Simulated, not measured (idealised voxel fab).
Proc. module: voxel gate over fins
Section shown: cut. Width: 170 nm. Cell size: 5 nm, square.
Format of a cross-section: grid, square cells. Given as bands. Order: top down. Band: one or more rows of cells.
For a band, the entry starts with two heights in nm, that of the top and then that of the bottom, and carries on with the band's materials in order from left to right, each alongside its width in nm; the word "throughout" beside a single material means it fills the band edge to edge, and "empty" means empty space.
Convention: height 0 is the level below which the wafer, as received, is all one material. The lowest band does not terminate at the bottom but continues downward, represented as "top 0, no bottom".
Width "30..40": first value at the band's top row of cells, second value at its bottom row, equal change from row to row.
For the purposes of this document, the phrase "nothing different" attached to a step denotes that no cell within the cross-section was modified by that step.
Basically, "Sealed cavities" tells you about the enclosed voids: empty spaces with no open way to the top, 8 cells or bigger, each written width x height at distance, where distance is from the left edge, all in nm.
On a step's line, text after the settings is the simulator commenting on that step.
What "overlay nm" on a step's line means: if the step has a mask, that mask lay this far to the right of its planned place, or, when the value is negative, to the left.
The steps planned for the process are as follows
1) RECEIVE, material Si
2) CONFORMAL_DEP, material SiN, thk nm 5
3) DIRECTIONAL_DEP, material aC, thk nm 10
4) PATTERN, tone cover, mask id FINS, material resist, width nm 15, pitch nm 55, thk nm 30, overlay nm 0
5) DIRECTIONAL_ETCH, etch materials aC, depth nm 10
6) STRIP, etch materials resist
7) DIRECTIONAL_ETCH, etch materials SiN, depth nm 5
8) DIRECTIONAL_ETCH, etch materials Si, depth nm 30
9) STRIP, etch materials aC
10) OXIDIZE, depth nm 5
11) FILL_DEP, material SiO2, thk nm 5
12) CMP, height nm 5
13) MASKED_ETCH, tone open, mask id RAIL, width nm 15, etch materials SiO2, depth nm 30, overlay nm 0
14) CONFORMAL_DEP, material TiN, thk nm 5
15) FILL_DEP, material W, thk nm 5
16) CMP, height nm 5
17) SELECTIVE_ETCH, etch materials W Ru TiN, depth nm 25
18) FILL_DEP, material SiO2, thk nm 5
19) CMP, height nm 5
20) SELECTIVE_ETCH, etch materials SiO2, depth nm 20
21) STRIP, etch materials SiN
22) CONFORMAL_DEP, material HfO2, thk nm 5
23) CONFORMAL_DEP, material TiN, thk nm 5
24) FILL_DEP, material W, thk nm 15
25) CMP, height nm 20
26) CONFORMAL_DEP, material SiN, thk nm 10
Keep in mind the plan's value for the width nm of step 4 comes from the first wafer; the wafers don't share that setting, but they do share the same starting point.
Cross-section of the first incoming wafer of several, state after step 1
top 0, no bottom = Si throughout
Sealed cavities: none
The cross-section of the first of several wafers is given below for the end of the module, after its final step, step 26
top 30, bottom 20 = SiN throughout
top 20, bottom 10 = W throughout
top 10, bottom 5 = 15 W, 25 TiN, 30 W, 25 TiN, 30 W, 25 TiN, 20 W
top 5, bottom 0 = 15 W, 5 TiN, 15 HfO2, 5 TiN, 30 W, 5 TiN, 15 HfO2, 5 TiN, 30 W, 5 TiN, 15 HfO2, 5 TiN, 20 W
top 0, bottom -5 = 15 W, 5 TiN, 5 HfO2, 5 Si, 5 HfO2, 5 TiN, 30 W, 5 TiN, 5 HfO2, 5 Si, 5 HfO2, 5 TiN, 30 W, 5 TiN, 5 HfO2, 5 Si, 5 HfO2, 5 TiN, 20 W
top -5, bottom -10 = 20 TiN, 5 HfO2, 5 Si, 5 HfO2, 40 TiN, 5 HfO2, 5 Si, 5 HfO2, 40 TiN, 5 HfO2, 5 Si, 5 HfO2, 25 TiN
top -10, bottom -15 = 25 HfO2, 5 Si, 50 HfO2, 5 Si, 50 HfO2, 5 Si, 30 HfO2
top -15, bottom -20 = 25 SiO2, 5 Si, 50 SiO2, 5 Si, 50 SiO2, 5 Si, 30 SiO2
top -20, bottom -25 = 25 SiO2, 5 Si, 15 SiO2, 15 TiN, 20 SiO2, 5 Si, 50 SiO2, 5 Si, 30 SiO2
top -25, bottom -35 = 25 SiO2, 5 Si, 50 SiO2, 5 Si, 50 SiO2, 5 Si, 30 SiO2
top -35, no bottom = Si throughout
Sealed cavities: none
The last wafer as seen in cross-section at the end of the module
top 30, bottom 20 = SiN throughout
top 20, bottom 10 = W throughout
top 10, bottom 5 = 10 W, 40 TiN, 15 W, 40 TiN, 15 W, 40 TiN, 10 W
top 5, bottom 0 = 10 W, 5 TiN, 30 HfO2, 5 TiN, 15 W, 5 TiN, 30 HfO2, 5 TiN, 15 W, 5 TiN, 30 HfO2, 5 TiN, 10 W
top 0, bottom -5 = 10 W, 5 TiN, 5 HfO2, 20 Si, 5 HfO2, 5 TiN, 15 W, 5 TiN, 5 HfO2, 20 Si, 5 HfO2, 5 TiN, 15 W, 5 TiN, 5 HfO2, 20 Si, 5 HfO2, 5 TiN, 10 W
top -5, bottom -10 = 15 TiN, 5 HfO2, 20 Si, 5 HfO2, 25 TiN, 5 HfO2, 20 Si, 5 HfO2, 25 TiN, 5 HfO2, 20 Si, 5 HfO2, 15 TiN
top -10, bottom -15 = 20 HfO2, 20 Si, 35 HfO2, 20 Si, 35 HfO2, 20 Si, 20 HfO2
top -15, bottom -20 = 20 SiO2, 20 Si, 35 SiO2, 20 Si, 35 SiO2, 20 Si, 20 SiO2
top -20, bottom -25 = 20 SiO2, 20 Si, 5 SiO2, 15 TiN, 15 SiO2, 20 Si, 35 SiO2, 20 Si, 20 SiO2
top -25, bottom -35 = 20 SiO2, 20 Si, 35 SiO2, 20 Si, 35 SiO2, 20 Si, 20 SiO2
top -35, no bottom = Si throughout
Sealed cavities: none
The table below has one row for each wafer; a row shows, as of the end of the module, how many cells of each material the wafer has gained, marked (+), or lost, marked (-), since it was received, and then the wafer's closed voids
width nm 15; +52 HfO2; -217 Si; +68 SiN; +121 SiO2; +55 TiN; +125 W; Sealed cavities: none
width nm 20; +52 HfO2; -196 Si; +68 SiN; +109 SiO2; +55 TiN; +116 W; Sealed cavities: none
width nm 25; +52 HfO2; -175 Si; +68 SiN; +97 SiO2; +55 TiN; +107 W; Sealed cavities: none
width nm 30; +52 HfO2; -154 Si; +68 SiN; +85 SiO2; +55 TiN; +98 W; Sealed cavities: none
